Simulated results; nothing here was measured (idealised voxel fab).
Module name: voxel capacitor over wiring (process module)
We display cut, a cross-section 165 nm in width whose square cells are each 5 nm.
Notation: cross-section as square-cell grid; stated in bands, top first, going down; one or more cell rows per band.
The entry gives the band's vertical extent as a top height and a bottom height in nm, then its horizontal make-up as materials from left to right, each with a width in nm. "air" stands for empty space; a single material marked "full width" fills the band edge to edge.
Heads up on the height convention: 0 is the point under which the incoming wafer is all one material, and the lowest band has no bottom, it just keeps going down, like "0 down".
Top row gets the first number, bottom row gets the second, and each row in between changes by the same step: that is how a band width like "30..40" works.
Basically "no change occurred" means that step didn't change any cell in the cross-section.
"Enclosed internal cavities" contains a list of empty spaces, each no smaller than 8 cells and without an open way to the top, written in the form width x height at distance with the distance from the left edge and all three in nm.
On a step's line, text after the settings is the simulator commenting on that step.
overlay nm: mask right of planned place by this much (step with mask). Neg. = left.

**plan**
1: RECEIVE [material Si]
2: CONFORMAL_DEP [material SiO2] [thk nm 15]
3: DIRECTIONAL_DEP [material TiN] [thk nm 5]
4: DIRECTIONAL_DEP [material W] [thk nm 15]
5: PATTERN [tone cover] [mask id METAL_1] [material resist] [width nm 30] [pitch nm 90] [thk nm 20] [overlay nm 0]
6: DIRECTIONAL_ETCH [etch materials W] [depth nm 15]
7: DIRECTIONAL_ETCH [etch materials TiN] [depth nm 5]
8: STRIP [etch materials resist]
9: CONFORMAL_DEP [material SiN] [thk nm 5]
10: FILL_DEP [material lowk] [thk nm 5]
11: CMP [height nm 35]
12: CONFORMAL_DEP [material SiCN] [thk nm 5]
13: DIRECTIONAL_DEP [material lowk] [thk nm 10]
14: PATTERN [tone open] [mask id PLUG_1] [material resist] [width nm 15] [thk nm 15] [overlay nm 0]
15: DIRECTIONAL_ETCH [etch materials lowk] [depth nm 10]
16: DIRECTIONAL_ETCH [etch materials SiCN] [depth nm 5]
17: STRIP [etch materials resist]
18: CONFORMAL_DEP [material TiN] [thk nm 5]
19: FILL_DEP [material Cu] [thk nm 5]
20: CMP [height nm 50]
21: DIRECTIONAL_DEP [material TiN] [thk nm 10]
22: DIRECTIONAL_DEP [material SiN] [thk nm 5]
23: DIRECTIONAL_DEP [material TiN] [thk nm 5]
24: MASKED_ETCH [tone cover] [mask id UPPER_PLATE] [width nm 65] [etch materials TiN] [depth nm 5] [overlay nm 0]
25: MASKED_ETCH [tone cover] [mask id UPPER_PLATE] [width nm 65] [etch materials SiN] [depth nm 5] [overlay nm 0]
26: DIRECTIONAL_DEP [material aC] [thk nm 10]
27: PATTERN [tone cover] [mask id LOWER_PLATE] [material resist] [width nm 75] [thk nm 30] [overlay nm 0]
28: DIRECTIONAL_ETCH [etch materials aC] [depth nm 10]
29: STRIP [etch materials resist]
30: DIRECTIONAL_ETCH [etch materials TiN] [depth nm 10]
31: STRIP [etch materials aC]
32: FILL_DEP [material SiO2] [thk nm 20]
33: CMP [height nm 85]
34: DIRECTIONAL_DEP [material aC] [thk nm 10]
35: PATTERN [tone open] [mask id PLUG_2] [material resist] [width nm 15] [thk nm 25] [overlay nm 0]
36: DIRECTIONAL_ETCH [etch materials aC] [depth nm 10]
37: STRIP [etch materials resist]
38: DIRECTIONAL_ETCH [etch materials SiO2] [depth nm 15]
39: STRIP [etch materials aC]
40: CONFORMAL_DEP [material TiN] [thk nm 5]
41: FILL_DEP [material Cu] [thk nm 10]
42: CMP [height nm 85]
43: CONFORMAL_DEP [material SiN] [thk nm 5]

**first wafer, as planned**

**Wafer as received: cross-section following step 1**
- 0 down = Si full width
- Enclosed internal cavities: none

**Wafer xsec, post step 2**
- 15 to 0 = SiO2 full width
- Note: structure below 0 unchanged.

**Wafer xsec, post step 3**
- 20 to 15 = TiN full width
- Note: structure below 15 unchanged.

**Wafer xsec, post step 4**
- 35 to 20 = W full width
- Note: structure below 20 unchanged.

**Wafer xsec, post step 5**
- 55 to 35 = air=20 / resist=30 / air=60 / resist=30 / air=25
- Note: structure below 35 unchanged.

**Wafer xsec, post step 6**
- 55 to 35 = air=20 / resist=30 / air=60 / resist=30 / air=25
- 35 to 20 = air=20 / W=30 / air=60 / W=30 / air=25
- Note: structure below 20 unchanged.

**Wafer xsec, post step 7**
- 55 to 35 = air=20 / resist=30 / air=60 / resist=30 / air=25
- 35 to 20 = air=20 / W=30 / air=60 / W=30 / air=25
- 20 to 15 = air=20 / TiN=30 / air=60 / TiN=30 / air=25
- Note: structure below 15 unchanged.

**Wafer xsec, post step 8**
- 35 to 20 = air=20 / W=30 / air=60 / W=30 / air=25
- Note: structure below 20 unchanged.

**Wafer xsec, post step 9**
- 40 to 35 = air=15 / SiN=40 / air=50 / SiN=40 / air=20
- 35 to 20 = air=15 / SiN=5 / W=30 / SiN=5 / air=50 / SiN=5 / W=30 / SiN=5 / air=20
- 20 to 15 = SiN=20 / TiN=30 / SiN=60 / TiN=30 / SiN=25
- Note: structure below 15 unchanged.

**Wafer xsec, post step 10**
- 45 to 40 = lowk full width
- 40 to 35 = lowk=15 / SiN=40 / lowk=50 / SiN=40 / lowk=20
- 35 to 20 = lowk=15 / SiN=5 / W=30 / SiN=5 / lowk=50 / SiN=5 / W=30 / SiN=5 / lowk=20
- Note: structure below 20 unchanged.

**Wafer xsec, post step 11**
- 35 to 20 = lowk=15 / SiN=5 / W=30 / SiN=5 / lowk=50 / SiN=5 / W=30 / SiN=5 / lowk=20
- Note: structure below 20 unchanged.

**Wafer xsec, post step 12**
- 40 to 35 = SiCN full width
- Note: structure below 35 unchanged.

**Wafer xsec, post step 13**
- 50 to 40 = lowk full width
- Note: structure below 40 unchanged.

**Wafer xsec, post step 14**
- 65 to 50 = resist=35 / air=15 / resist=115
- Note: structure below 50 unchanged.

**Wafer xsec, post step 15**
- 65 to 50 = resist=35 / air=15 / resist=115
- 50 to 40 = lowk=35 / air=15 / lowk=115
- Note: structure below 40 unchanged.

**Wafer xsec, post step 16**
- 65 to 50 = resist=35 / air=15 / resist=115
- 50 to 40 = lowk=35 / air=15 / lowk=115
- 40 to 35 = SiCN=35 / air=15 / SiCN=115
- Note: structure below 35 unchanged.

**Wafer xsec, post step 17**
- 50 to 40 = lowk=35 / air=15 / lowk=115
- Note: structure below 40 unchanged.

**Wafer xsec, post step 18**
- 55 to 50 = TiN=40 / air=5 / TiN=120
- 50 to 40 = lowk=35 / TiN=5 / air=5 / TiN=5 / lowk=115
- 40 to 35 = SiCN=35 / TiN=15 / SiCN=115
- Note: structure below 35 unchanged.

**Wafer xsec, post step 19**
- 60 to 55 = Cu full width
- 55 to 50 = TiN=40 / Cu=5 / TiN=120
- 50 to 40 = lowk=35 / TiN=5 / Cu=5 / TiN=5 / lowk=115
- Note: structure below 40 unchanged.

**Wafer xsec, post step 20**
- 50 to 40 = lowk=35 / TiN=5 / Cu=5 / TiN=5 / lowk=115
- Note: structure below 40 unchanged.

**Wafer xsec, post step 21**
- 60 to 50 = TiN full width
- Note: structure below 50 unchanged.

**Wafer xsec, post step 22**
- 65 to 60 = SiN full width
- Note: structure below 60 unchanged.

**Wafer xsec, post step 23**
- 70 to 65 = TiN full width
- Note: structure below 65 unchanged.

**Wafer xsec, post step 24**
- 70 to 65 = air=35 / TiN=65 / air=65
- Note: structure below 65 unchanged.

**Wafer xsec, post step 25**
- 70 to 65 = air=35 / TiN=65 / air=65
- 65 to 60 = air=35 / SiN=65 / air=65
- Note: structure below 60 unchanged.

**Wafer xsec, post step 26**
- 80 to 70 = air=35 / aC=65 / air=65
- 70 to 65 = aC=35 / TiN=65 / aC=65
- 65 to 60 = aC=35 / SiN=65 / aC=65
- Note: structure below 60 unchanged.

**Wafer xsec, post step 27**
- 110 to 80 = air=30 / resist=75 / air=60
- 80 to 70 = air=30 / resist=5 / aC=65 / resist=5 / air=60
- Note: structure below 70 unchanged.

**Wafer xsec, post step 28**
- 100 to 80 = air=30 / resist=75 / air=60
- 80 to 70 = air=30 / resist=5 / aC=65 / resist=5 / air=60
- 70 to 65 = air=30 / aC=5 / TiN=65 / aC=5 / air=60
- 65 to 60 = air=30 / aC=5 / SiN=65 / aC=5 / air=60
- Note: structure below 60 unchanged.

**Wafer xsec, post step 29**
- 80 to 70 = air=35 / aC=65 / air=65
- Note: structure below 70 unchanged.

**Wafer xsec, post step 30**
- 80 to 70 = air=35 / aC=65 / air=65
- 70 to 65 = air=30 / aC=5 / TiN=65 / aC=5 / air=60
- 65 to 60 = air=30 / aC=5 / SiN=65 / aC=5 / air=60
- 60 to 50 = air=30 / TiN=75 / air=60
- Note: structure below 50 unchanged.

**Wafer xsec, post step 31**
- 70 to 65 = air=35 / TiN=65 / air=65
- 65 to 60 = air=35 / SiN=65 / air=65
- Note: structure below 60 unchanged.

**Wafer xsec, post step 32**
- 90 to 70 = SiO2 full width
- 70 to 65 = SiO2=35 / TiN=65 / SiO2=65
- 65 to 60 = SiO2=35 / SiN=65 / SiO2=65
- 60 to 50 = SiO2=30 / TiN=75 / SiO2=60
- Note: structure below 50 unchanged.

**Wafer xsec, post step 33**
- 85 to 70 = SiO2 full width
- Note: structure below 70 unchanged.

**Wafer xsec, post step 34**
- 95 to 85 = aC full width
- Note: structure below 85 unchanged.

**Wafer xsec, post step 35**
- 120 to 95 = resist=45 / air=15 / resist=105
- Note: structure below 95 unchanged.

**Wafer xsec, post step 36**
- 110 to 95 = resist=45 / air=15 / resist=105
- 95 to 85 = aC=45 / air=15 / aC=105
- Note: structure below 85 unchanged.

**Wafer xsec, post step 37**
- 95 to 85 = aC=45 / air=15 / aC=105
- Note: structure below 85 unchanged.

**Wafer xsec, post step 38**
- 95 to 85 = aC=45 / air=15 / aC=105
- 85 to 70 = SiO2=45 / air=15 / SiO2=105
- Note: structure below 70 unchanged.

**Wafer xsec, post step 39**
- 85 to 70 = SiO2=45 / air=15 / SiO2=105
- Note: structure below 70 unchanged.

**Wafer xsec, post step 40**
- 90 to 85 = TiN=50 / air=5 / TiN=110
- 85 to 75 = SiO2=45 / TiN=5 / air=5 / TiN=5 / SiO2=105
- 75 to 65 = SiO2=45..35 / TiN=15..65 / SiO2=105..65
- Note: structure below 65 unchanged.

**Wafer xsec, post step 41**
- 100 to 90 = Cu full width
- 90 to 85 = TiN=50 / Cu=5 / TiN=110
- 85 to 75 = SiO2=45 / TiN=5 / Cu=5 / TiN=5 / SiO2=105
- Note: structure below 75 unchanged.

**Wafer xsec, post step 42**
- 85 to 75 = SiO2=45 / TiN=5 / Cu=5 / TiN=5 / SiO2=105
- Note: structure below 75 unchanged.

**Wafer xsec, post step 43**
- 90 to 85 = SiN full width
- Note: structure below 85 unchanged.

**Wafer two: like wafer one in start and plan, but with one mistake in execution; identical up to and including step 23**

**Second wafer at the planned finish of step 24, seen in cross-section**
- 70 to 65 = air=35 / TiN=70 / air=60
- Note: structure below 65 unchanged.

**Second wafer at the planned finish of step 25, seen in cross-section**
- 70 to 65 = air=35 / TiN=70 / air=60
- 65 to 60 = air=35 / SiN=70 / air=60
- Note: structure below 60 unchanged.

**Second wafer at the planned finish of step 26, seen in cross-section**
- 80 to 70 = air=35 / aC=70 / air=60
- 70 to 65 = aC=35 / TiN=70 / aC=60
- 65 to 60 = aC=35 / SiN=70 / aC=60
- Note: structure below 60 unchanged.

**Second wafer at the planned finish of step 27, seen in cross-section**
- 110 to 80 = air=30 / resist=75 / air=60
- 80 to 70 = air=30 / resist=5 / aC=70 / air=60
- Note: structure below 70 unchanged.

**Second wafer at the planned finish of step 28, seen in cross-section**
- 100 to 80 = air=30 / resist=75 / air=60
- 80 to 70 = air=30 / resist=5 / aC=70 / air=60
- 70 to 65 = air=30 / aC=5 / TiN=70 / air=60
- 65 to 60 = air=30 / aC=5 / SiN=70 / air=60
- Note: structure below 60 unchanged.

**Second wafer at the planned finish of step 29, seen in cross-section**
- 80 to 70 = air=35 / aC=70 / air=60
- Note: structure below 70 unchanged.

**Second wafer at the planned finish of step 30, seen in cross-section**
- 80 to 70 = air=35 / aC=70 / air=60
- 70 to 65 = air=30 / aC=5 / TiN=70 / air=60
- 65 to 60 = air=30 / aC=5 / SiN=70 / air=60
- 60 to 50 = air=30 / TiN=75 / air=60
- Note: structure below 50 unchanged.

**Second wafer at the planned finish of step 31, seen in cross-section**
- 70 to 65 = air=35 / TiN=70 / air=60
- 65 to 60 = air=35 / SiN=70 / air=60
- Note: structure below 60 unchanged.

**Second wafer at the planned finish of step 32, seen in cross-section**
- 90 to 70 = SiO2 full width
- 70 to 65 = SiO2=35 / TiN=70 / SiO2=60
- 65 to 60 = SiO2=35 / SiN=70 / SiO2=60
- 60 to 50 = SiO2=30 / TiN=75 / SiO2=60
- Note: structure below 50 unchanged.

**Second wafer at the planned finish of step 33, seen in cross-section**
- 85 to 70 = SiO2 full width
- Note: structure below 70 unchanged.

**Second wafer at the planned finish of step 34, seen in cross-section**
- 95 to 85 = aC full width
- Note: structure below 85 unchanged.

**Second wafer at the planned finish of step 35, seen in cross-section**
- 120 to 95 = resist=45 / air=15 / resist=105
- Note: structure below 95 unchanged.

**Second wafer at the planned finish of step 36, seen in cross-section**
- 110 to 95 = resist=45 / air=15 / resist=105
- 95 to 85 = aC=45 / air=15 / aC=105
- Note: structure below 85 unchanged.

**Second wafer at the planned finish of step 37, seen in cross-section**
- 95 to 85 = aC=45 / air=15 / aC=105
- Note: structure below 85 unchanged.

**Second wafer at the planned finish of step 38, seen in cross-section**
- 95 to 85 = aC=45 / air=15 / aC=105
- 85 to 70 = SiO2=45 / air=15 / SiO2=105
- Note: structure below 70 unchanged.

**Second wafer at the planned finish of step 39, seen in cross-section**
- 85 to 70 = SiO2=45 / air=15 / SiO2=105
- Note: structure below 70 unchanged.

**Second wafer at the planned finish of step 40, seen in cross-section**
- 90 to 85 = TiN=50 / air=5 / TiN=110
- 85 to 75 = SiO2=45 / TiN=5 / air=5 / TiN=5 / SiO2=105
- 75 to 65 = SiO2=45..35 / TiN=15..70 / SiO2=105..60
- Note: structure below 65 unchanged.

**Second wafer at the planned finish of step 41, seen in cross-section**
- 100 to 90 = Cu full width
- 90 to 85 = TiN=50 / Cu=5 / TiN=110
- 85 to 75 = SiO2=45 / TiN=5 / Cu=5 / TiN=5 / SiO2=105
- Note: structure below 75 unchanged.

**Second wafer at the planned finish of step 42, seen in cross-section**
- 85 to 75 = SiO2=45 / TiN=5 / Cu=5 / TiN=5 / SiO2=105
- Note: structure below 75 unchanged.

**Second wafer at the planned finish of step 43, seen in cross-section**
- 90 to 85 = SiN full width
- Note: structure below 85 unchanged.
So what did we get wrong on this run? step 24 ran differently from the plan; actual operation with settings: MASKED_ETCH [tone cover] [mask id UPPER_PLATE] [width nm 70] [etch materials TiN] [depth nm 5] [overlay nm 0]
The closing comparison, in cells, has the second wafer with more or fewer of some materials than the first: 1 more of SiN; 2 fewer of SiO2; 1 more of TiN
